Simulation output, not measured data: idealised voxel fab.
The process module that follows is named voxel double patterning.
Displayed cross-section: cut, width of 225 nm, square cells sized 5 nm.
Square cells in a grid make up a cross-section in this document, and the grid is given as bands, listed from the top down, each one or more rows of cells.
Quick guide to a band line: top height, bottom height (nm) up front; then every material left to right with its width in nm. Only one material and it's marked "full width"? Then it fills the band edge to edge. And "empty" just means empty space.
Convention: height 0 is the level below which the wafer, as received, is all one material. The lowest band does not terminate at the bottom but continues downward, represented as "0 down".
Width: "30..40" (first number = top row, second number = bottom row, same change from row to row of cells).
Where the words "no change" appear for a step, the cross-section shows no cell changed by that step; every cell remained as before.
"Enclosed voids" - sealed voids, min. 8 cells, no opening to top; format: width x height at distance (distance from left edge; nm throughout).
Where a step's line continues beyond its settings, the continuation is a remark by the simulator itself on that step.
"overlay nm" on a masked step: distance the mask lay right of its planned place, negative for left.
# Steps planned for the process
| 1 | RECEIVE, material Si |
| 2 | CONFORMAL_DEP, material SiO2, thk nm 5 |
| 3 | DIRECTIONAL_DEP, material W, thk nm 20 |
| 4 | DIRECTIONAL_DEP, material SiCN, thk nm 10 |
| 5 | DIRECTIONAL_DEP, material aC, thk nm 15 |
| 6 | PATTERN, tone open, mask id FIRST, material resist, width nm 15, pitch nm 50, thk nm 35, overlay nm 0 |
| 7 | DIRECTIONAL_ETCH, etch materials aC, depth nm 15 |
| 8 | STRIP, etch materials resist |
| 9 | DIRECTIONAL_ETCH, etch materials SiCN, depth nm 10 |
| 10 | STRIP, etch materials aC |
| 11 | DIRECTIONAL_DEP, material aC, thk nm 10 |
| 12 | PATTERN, tone open, mask id SECOND, material resist, width nm 15, thk nm 25, overlay nm 0 |
| 13 | DIRECTIONAL_ETCH, etch materials aC, depth nm 10 |
| 14 | STRIP, etch materials resist |
| 15 | DIRECTIONAL_ETCH, etch materials SiCN, depth nm 10 |
| 16 | STRIP, etch materials aC |
| 17 | DIRECTIONAL_ETCH, etch materials W, depth nm 20 |
| 18 | STRIP, etch materials SiCN |
# This is the cross-section of the wafer as we received it, i.e. after step 1
- 0 down = Si full width
- Enclosed voids: none
# Same starting wafer, same plan as above, one mistake in the execution; this is the cross-section at the end of the module
- 25 to 5 = 80 of W, 15 of empty, 10 of W, 20 of empty, 5 of W, 15 of empty, 80 of W
- 5 to 0 = SiO2 full width
- 0 down = Si full width
- Enclosed voids: none
Against the plan, the run slipped here: step 12 did not use the planned setting and instead ran as PATTERN, tone open, mask id SECOND, material resist, width nm 20, thk nm 25, overlay nm 0
